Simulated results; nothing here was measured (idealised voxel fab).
You're looking at the process module voxel spacer lines.
Cross-sectional view cut (width: 235 nm; square cell size: 5 nm).
For the purposes of this document, a cross-section shall be understood as a grid of square cells, specified as bands listed in top-to-bottom order, each band consisting of one or more rows of cells.
Quick guide to a band line: top height, bottom height (nm) up front; then every material left to right with its width in nm. Only one material and it's marked "edge to edge"? Then it fills the band edge to edge. And "blank" just means empty space.
Heights from 0 (as-received wafer is one material below). Bottom band endless downward, as "0 and below".
Quick explanation for "30->40": the width changes in equal steps down the rows of cells, from the first number in the band's top row to the second number in its bottom row.
"nothing altered" -> step changed no cross-section cell.
For the entry "Closed void catalog", the listed items are empty spaces with no open way to the top whose size is 8 cells or more; each item follows the pattern width x height at distance, where distance is from the left edge and all three are in nm.
Where a step's line continues beyond its settings, the continuation is a remark by the simulator itself on that step.
overlay nm: on a step with a mask, how far right of its planned place the mask lay; negative means left.
# So here's the lineup of process steps we planned
1. RECEIVE: material Si
2. CONFORMAL_DEP: material Al2O3, thk nm 5
3. DIRECTIONAL_DEP: material W, thk nm 20
4. DIRECTIONAL_DEP: material polySi, thk nm 30
5. PATTERN: tone cover, mask id MANDREL, material resist, width nm 20, pitch nm 60, thk nm 35, overlay nm -15
6. DIRECTIONAL_ETCH: etch materials polySi, depth nm 30
7. STRIP: etch materials resist
8. CONFORMAL_DEP: material SiO2, thk nm 10
9. DIRECTIONAL_ETCH: etch materials SiO2, depth nm 10
10. STRIP: etch materials polySi
11. DIRECTIONAL_ETCH: etch materials W, depth nm 20
12. STRIP: etch materials SiO2
13. FILL_DEP: material SiO2, thk nm 5
14. CMP: height nm 25
Among the wafers covered here, the point of difference is the overlay nm at step 5; their starting state is shared, and the plan presents the value of the first wafer.
# Cross-section: the first of several wafers in its as-received state, i.e. following step 1
* 0 and below  Si edge to edge
* Closed void catalog: none
# Take a look at the first of several wafers in cross-section: the module is done, and step 14 was its last step
* 25 down to 5  SiO2 (50); W (10); SiO2 (20); W (10); SiO2 (20); W (10); SiO2 (20); W (10); SiO2 (85)
* 5 down to 0  Al2O3 edge to edge
* 0 and below  Si edge to edge
* Closed void catalog: none
# Final wafer cross-section at module end
* 25 down to 5  SiO2 (80); W (10); SiO2 (20); W (10); SiO2 (20); W (10); SiO2 (20); W (10); SiO2 (55)
* 5 down to 0  Al2O3 edge to edge
* 0 and below  Si edge to edge
* Closed void catalog: none
# The table below has one row for each wafer; a row shows, as of the end of the module, how many cells of each material the wafer has gained, marked (+), or lost, marked (-), since it was received, and then the wafer's closed voids
overlay nm -15; +47 Al2O3; +156 SiO2; +32 W; Closed void catalog: none
overlay nm -10; +47 Al2O3; +156 SiO2; +32 W; Closed void catalog: none
overlay nm -5; +47 Al2O3; +156 SiO2; +32 W; Closed void catalog: none
overlay nm 0; +47 Al2O3; +156 SiO2; +32 W; Closed void catalog: none
overlay nm 5; +47 Al2O3; +156 SiO2; +32 W; Closed void catalog: none
overlay nm 10; +47 Al2O3; +156 SiO2; +32 W; Closed void catalog: none
overlay nm 15; +47 Al2O3; +156 SiO2; +32 W; Closed void catalog: none
